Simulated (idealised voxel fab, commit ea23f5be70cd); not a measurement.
Documented hereafter: the process module known as voxel quadruple lines.
We display cut, a cross-section 265 nm in width whose square cells are each 5 nm.
This document writes a cross-section as a grid whose cells are square, and gives it as bands, listed from the top down; one or more rows of cells form a band.
Basically the band line says how high the top is and how high the bottom is, in nm, and then what's in it from left to right, every material with its width in nm. Empty space shows up as "air", and if a single material carries "everywhere" it runs the full band edge to edge.
A quick word on heights: they are counted from 0, and under that level the wafer as it came to us is one material throughout. The lowest band is different from the rest in having no bottom; it simply continues downward, written as in "0 and below".
Top row gets the first number, bottom row gets the second, and each row in between changes by the same step: that is how a band width like "30..40" works.
A step reported as "left unchanged" is a step in which no cell of the cross-section changed.
In "Closed void list" the enclosed voids are listed, meaning empty spaces of 8 cells or larger without any opening to the top. The form is width x height at distance, distance from the left edge, units nm.
Step line, after settings: the simulator's comment on this step.
The setting "overlay nm" may be written on the line of a step. When the step uses a mask, the value reports how far to the right of the planned place the mask lay, and a negative value reports that it lay to the left.

PROCESS STEPS FORESEEN IN THE PLAN
1 RECEIVE | material Si
2 CONFORMAL_DEP | material Al2O3 | thk nm 5
3 DIRECTIONAL_DEP | material Ru | thk nm 15
4 DIRECTIONAL_DEP | material polySi | thk nm 20
5 DIRECTIONAL_DEP | material aC | thk nm 20
6 PATTERN | tone cover | mask id MANDREL | material resist | width nm 20 | thk nm 25 | overlay nm -15
7 DIRECTIONAL_ETCH | etch materials aC | depth nm 20
8 STRIP | etch materials resist
9 CONFORMAL_DEP | material SiO2 | thk nm 10
10 DIRECTIONAL_ETCH | etch materials SiO2 | depth nm 10
11 STRIP | etch materials aC
12 DIRECTIONAL_ETCH | etch materials polySi | depth nm 20
13 STRIP | etch materials SiO2
14 CONFORMAL_DEP | material SiN | thk nm 5
15 DIRECTIONAL_ETCH | etch materials SiN | depth nm 5
16 STRIP | etch materials polySi
17 DIRECTIONAL_ETCH | etch materials Ru | depth nm 15
18 STRIP | etch materials SiN
Across this set of wafers, the varied parameter is the overlay nm of step 6. Starting conditions are identical for every wafer, and the plan reports the value assigned to the first wafer.

SO THIS IS THE FIRST OF SEVERAL WAFERS, CROSS-SECTIONED AS IT CAME TO US, MEANING IT'S AT THE END OF STEP 1
- 0 and below: Si everywhere
- Closed void list: none

END OF MODULE, BY WAFER: MATERIAL-BY-MATERIAL CELL GAIN (+) OR LOSS (-) SINCE RECEIPT, THEN CLOSED VOIDS
overlay nm -15; +53 Al2O3; +12 Ru; Closed void list: none
overlay nm -10; +53 Al2O3; +12 Ru; Closed void list: none
overlay nm -5; +53 Al2O3; +12 Ru; Closed void list: none
overlay nm 0; +53 Al2O3; +12 Ru; Closed void list: none
overlay nm 5; +53 Al2O3; +12 Ru; Closed void list: none
overlay nm 10; +53 Al2O3; +12 Ru; Closed void list: none
overlay nm 15; +53 Al2O3; +12 Ru; Closed void list: none
